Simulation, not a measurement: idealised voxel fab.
Process module in this document: voxel local oxidation
Shown is cross-section cut, with a width of 245 nm and square cells of size 5 nm.
How to read a cross-section here: the picture is a grid of square cells, written as bands going from the top down, and any band can span one or more rows of cells. Look at the band entry: it leads with the top's height and the bottom's height in nm. Then it lists the materials left to right, with a width in nm for each. The word "full width" on a single material says that material fills the band edge to edge. The word "blank" is empty space. A quick word on heights: they are counted from 0, and under that level the wafer as it came to us is one material throughout. The lowest band is different from the rest in having no bottom; it simply continues downward, written as in "top 0, no bottom". It should be noted that a width expressed as "30->40" varies in equal increments from row to row of cells within the band, taking the value of the first number at the top row and that of the second number at the bottom row. Where a step carries "no change occurred", the cross-section came out of it unchanged, cell for cell. "Entrapped void list" lists enclosed empty spaces (at least 8 cells, no open path upward to the top), each as width x height at distance from the left edge, in nm. Step line, after settings: the simulator's comment on this step. The optional step-line setting "overlay nm" applies to steps with a mask and quantifies how far to the right of its planned location the mask lay, a negative value indicating leftward placement.
The planned process steps are enumerated hereunder:
step 1: RECEIVE [material Si]
step 2: OXIDIZE [depth nm 5]
step 3: CONFORMAL_DEP [material SiN] [thk nm 15]
step 4: MASKED_ETCH [tone cover] [mask id ACTIVE] [width nm 125] [etch materials SiN] [depth nm 15] [overlay nm 0]
step 5: SELECTIVE_ETCH [etch materials SiO2] [depth nm 5]
step 6: OXIDIZE [depth nm 10]
step 7: STRIP [etch materials SiN]
Wafer as received: cross-section following step 1:
> top 0, no bottom = Si full width
> Entrapped void list: none
End-of-module cross-section of the first of two wafers, processed as planned:
> top 0, bottom -5 = blank=65 / SiO2=115 / blank=65
> top -5, bottom -15 = SiO2=75 / Si=95 / SiO2=75
> top -15, no bottom = Si full width
> Entrapped void list: none
Second wafer cross-section at end of module - shared start and plan with the first, one mistake in the run:
> top 0, bottom -5 = blank=70 / SiO2=110 / blank=65
> top -5, bottom -15 = SiO2=80 / Si=90 / SiO2=75
> top -15, no bottom = Si full width
> Entrapped void list: none
What broke from the plan during processing? step 4 was not run as planned; what actually ran was MASKED_ETCH [tone cover] [mask id ACTIVE] [width nm 120] [etch materials SiN] [depth nm 15] [overlay nm 0]
Final difference in cells, second wafer against first, listed per material as more or fewer: 2 fewer of Si; 1 more of SiO2
